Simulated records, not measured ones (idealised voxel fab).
The following is a process module called voxel self aligned vias.
Section shown: cut. Width: 270 nm. Cell size: 5 nm, square.
Cross-section = grid of square cells, listed top down in bands; band = one or more rows. It is stipulated that each band's entry specify, in nanometres, the height of the top of the band and then that of its bottom, followed by the materials of the band in left-to-right sequence, each together with its width in nanometres. A single material marked by the word "throughout" is understood to fill the band from edge to edge; the word "blank" is understood to denote empty space. Heights are reckoned from 0. Under this level, the received wafer is all of one material. The bottommost band is open-ended downward, for example "0..down". Note: "30->40" means the width goes from the first number (top row of the band) to the second number (bottom row) in equal steps per row of cells. "identical to before" -> step changed no cross-section cell. Empty spaces without an open route to the top, at least 8 cells in extent, make up the entry "Sealed internal cavities"; each is given as width x height at distance, where the distance is measured from the left edge, and all are in nm. Whatever follows a step's settings on its line is a remark the simulator itself makes about that step. You can add "overlay nm" to a step's line. For a step with a mask, it describes how far the mask lay to the right of its planned position, and a negative number describes a lay to the left.

# Here's what the planned process steps look like
1. RECEIVE (material Si)
2. CONFORMAL_DEP (material SiO2; thk nm 15)
3. CONFORMAL_DEP (material SiCN; thk nm 5)
4. DIRECTIONAL_DEP (material lowk; thk nm 30)
5. DIRECTIONAL_DEP (material aC; thk nm 10)
6. PATTERN (tone open; mask id LINES; material resist; width nm 20; pitch nm 50; thk nm 30; overlay nm 0)
7. DIRECTIONAL_ETCH (etch materials aC; depth nm 10)
8. STRIP (etch materials resist)
9. DIRECTIONAL_ETCH (etch materials lowk; depth nm 30)
10. STRIP (etch materials aC)
11. CONFORMAL_DEP (material TiN; thk nm 5)
12. FILL_DEP (material Ru; thk nm 10)
13. CMP (height nm 50)
14. SELECTIVE_ETCH (etch materials W Ru TiN; depth nm 10)
15. FILL_DEP (material SiN; thk nm 5)
16. CMP (height nm 50)
17. DIRECTIONAL_DEP (material lowk; thk nm 20)
18. DIRECTIONAL_DEP (material aC; thk nm 15)
19. PATTERN (tone open; mask id VIAS; material resist; width nm 30; pitch nm 50; thk nm 35; overlay nm 0)
20. DIRECTIONAL_ETCH (etch materials aC; depth nm 15)
21. STRIP (etch materials resist)
22. DIRECTIONAL_ETCH (etch materials lowk; depth nm 20)
23. DIRECTIONAL_ETCH (etch materials SiN; depth nm 10)
24. STRIP (etch materials aC)
25. CONFORMAL_DEP (material TiN; thk nm 5)
26. FILL_DEP (material W; thk nm 10)
27. CMP (height nm 70)
28. CONFORMAL_DEP (material SiN; thk nm 5)

# Cross-section of the wafer upon arrival, representing the state reached after step 1
* 0..down = Si throughout
* Sealed internal cavities: none

# Sectioned view, first of two wafers, at the close of the module, processed as intended in the plan
* 75..70 = SiN throughout
* 70..55 = lowk 95 nm, then TiN 5 nm, then W 20 nm, then TiN 5 nm, then lowk 20 nm, then TiN 5 nm, then W 20 nm, then TiN 5 nm, then lowk 95 nm
* 55..45 = lowk 95->100 nm, then TiN 10->5 nm, then W 10 nm, then TiN 10->5 nm, then lowk 20->30 nm, then TiN 10->5 nm, then W 10 nm, then TiN 10->5 nm, then lowk 95->100 nm
* 45..40 = lowk 100 nm, then TiN 20 nm, then lowk 30 nm, then TiN 20 nm, then lowk 100 nm
* 40..25 = lowk 100 nm, then TiN 5 nm, then Ru 10 nm, then TiN 5 nm, then lowk 30 nm, then TiN 5 nm, then Ru 10 nm, then TiN 5 nm, then lowk 100 nm
* 25..20 = lowk 100 nm, then TiN 20 nm, then lowk 30 nm, then TiN 20 nm, then lowk 100 nm
* 20..15 = SiCN throughout
* 15..0 = SiO2 throughout
* 0..down = Si throughout
* Sealed internal cavities: none

# Second wafer through the module, sectioned at the end: same beginning and same plan as the first wafer, with one mistake in carrying it out
* 75..70 = SiN throughout
* 70..50 = lowk 95 nm, then TiN 5 nm, then W 20 nm, then TiN 5 nm, then lowk 20 nm, then TiN 5 nm, then W 20 nm, then TiN 5 nm, then lowk 95 nm
* 50..45 = SiN 95 nm, then TiN 10 nm, then W 10 nm, then TiN 10 nm, then SiN 20 nm, then TiN 10 nm, then W 10 nm, then TiN 10 nm, then SiN 95 nm
* 45..40 = lowk 100 nm, then TiN 20 nm, then lowk 30 nm, then TiN 20 nm, then lowk 100 nm
* 40..20 = lowk 100 nm, then TiN 5 nm, then Ru 10 nm, then TiN 5 nm, then lowk 30 nm, then TiN 5 nm, then Ru 10 nm, then TiN 5 nm, then lowk 100 nm
* 20..15 = lowk 100 nm, then TiN 20 nm, then lowk 30 nm, then TiN 20 nm, then lowk 100 nm
* 15..0 = SiO2 throughout
* 0..down = Si throughout
* Sealed internal cavities: none
Misprocessing identified: no execution of plan step 3; skipped
FYI, end of process, the second wafer has more or fewer cells of some materials than the first: 4 more of Ru; 54 fewer of SiCN; 42 more of SiN; 4 more of TiN; 4 more of W
